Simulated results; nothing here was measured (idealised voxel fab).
A process module follows: voxel capacitor over wiring.
The cross-section on display is named cut; it measures 200 nm wide, and its cells are 5 nm squares.
Cross-sections here: square-cell grids, written as top-down lists of bands, a band being one or more rows of cells.
In this notation a band is specified by the heights of its top and bottom, in that order and in nm, after which its materials appear from left to right, each paired with its width in nm. The word "full width" attached to a single material means that material fills the band from edge to edge; the word "empty" stands for empty space.
Below 0: as-received wafer, all one material; heights counted from there. Lowest band: no bottom, goes on down, written "from 0 down".
Width "30..40": first value at the band's top row of cells, second value at its bottom row, equal change from row to row.
Key: "same as before" - step with no changed cell in the cross-section.
"Closed void list" means: voids of 8 cells or more that are shut off from the top with no open way through. Written width x height at distance, distance from the left edge, in nm.
Past the settings on a step's line: simulator remark, on that step.
The optional step-line setting "overlay nm" applies to steps with a mask and quantifies how far to the right of its planned location the mask lay, a negative value indicating leftward placement.

Set out below are the planned steps of the process:
1) RECEIVE with material Si
2) CONFORMAL_DEP with material SiO2, thk nm 15
3) DIRECTIONAL_DEP with material TiN, thk nm 5
4) DIRECTIONAL_DEP with material W, thk nm 25
5) MASKED_ETCH with tone cover, mask id METAL_1, width nm 20, pitch nm 90, etch materials W, depth nm 25, overlay nm 0
6) MASKED_ETCH with tone cover, mask id METAL_1, width nm 20, pitch nm 90, etch materials TiN, depth nm 5, overlay nm 0
7) FILL_DEP with material SiO2, thk nm 10
8) CMP with height nm 45
9) CONFORMAL_DEP with material SiCN, thk nm 5
10) DIRECTIONAL_DEP with material SiO2, thk nm 20
11) DIRECTIONAL_DEP with material aC, thk nm 10
12) PATTERN with tone open, mask id PLUG_1, material resist, width nm 15, thk nm 25, overlay nm 0
13) DIRECTIONAL_ETCH with etch materials aC, depth nm 10
14) STRIP with etch materials resist
15) DIRECTIONAL_ETCH with etch materials SiO2, depth nm 20
16) DIRECTIONAL_ETCH with etch materials SiCN, depth nm 5
17) STRIP with etch materials aC
18) CONFORMAL_DEP with material TiN, thk nm 5
19) FILL_DEP with material W, thk nm 5
20) CMP with height nm 70
21) DIRECTIONAL_DEP with material TiN, thk nm 10
22) DIRECTIONAL_DEP with material HfO2, thk nm 5
23) DIRECTIONAL_DEP with material TiN, thk nm 5
24) DIRECTIONAL_DEP with material aC, thk nm 15
25) PATTERN with tone cover, mask id UPPER_PLATE, material resist, width nm 75, thk nm 30, overlay nm 0
26) DIRECTIONAL_ETCH with etch materials aC, depth nm 15
27) STRIP with etch materials resist
28) DIRECTIONAL_ETCH with etch materials TiN, depth nm 5
29) DIRECTIONAL_ETCH with etch materials HfO2, depth nm 5
30) STRIP with etch materials aC
31) PATTERN with tone cover, mask id LOWER_PLATE, material resist, width nm 85, thk nm 20, overlay nm 0
32) DIRECTIONAL_ETCH with etch materials TiN, depth nm 10
33) STRIP with etch materials resist
34) FILL_DEP with material SiO2, thk nm 20
35) CMP with height nm 105
36) DIRECTIONAL_DEP with material aC, thk nm 15
37) PATTERN with tone open, mask id PLUG_2, material resist, width nm 15, thk nm 35, overlay nm 0
38) DIRECTIONAL_ETCH with etch materials aC, depth nm 15
39) STRIP with etch materials resist
40) DIRECTIONAL_ETCH with etch materials SiO2, depth nm 15
41) STRIP with etch materials aC
42) CONFORMAL_DEP with material TiN, thk nm 5
43) FILL_DEP with material Cu, thk nm 5
44) CMP with height nm 105
45) CONFORMAL_DEP with material SiN, thk nm 5

As received (post step 1): cross-section:
- from 0 down | Si full width
- Closed void list: none

Below is the wafer in cross-section after the module was completed. It began from the starting point shown above and followed the plan shown above, except that one mistake was made while running it:
- from 110 to 105 | SiN full width
- from 105 to 95 | SiO2=60, then TiN=5, then Cu=5, then TiN=5, then SiO2=125
- from 95 to 85 | SiO2=60..50, then TiN=15..75, then SiO2=125..75
- from 85 to 80 | SiO2=50, then HfO2=75, then SiO2=75
- from 80 to 70 | SiO2=45, then TiN=85, then SiO2=70
- from 70 to 55 | SiO2=50, then TiN=5, then W=5, then TiN=5, then SiO2=135
- from 55 to 50 | SiCN=50, then TiN=15, then SiCN=135
- from 50 to 45 | SiO2 full width
- from 45 to 20 | SiO2=45, then W=20, then SiO2=70, then W=20, then SiO2=45
- from 20 to 15 | SiO2=45, then TiN=20, then SiO2=70, then TiN=20, then SiO2=45
- from 15 to 0 | SiO2 full width
- from 0 down | Si full width
- Closed void list: none
The mistake made against the process plan was this: step 8 went in with a setting other than planned; the actual run was CMP with height nm 50
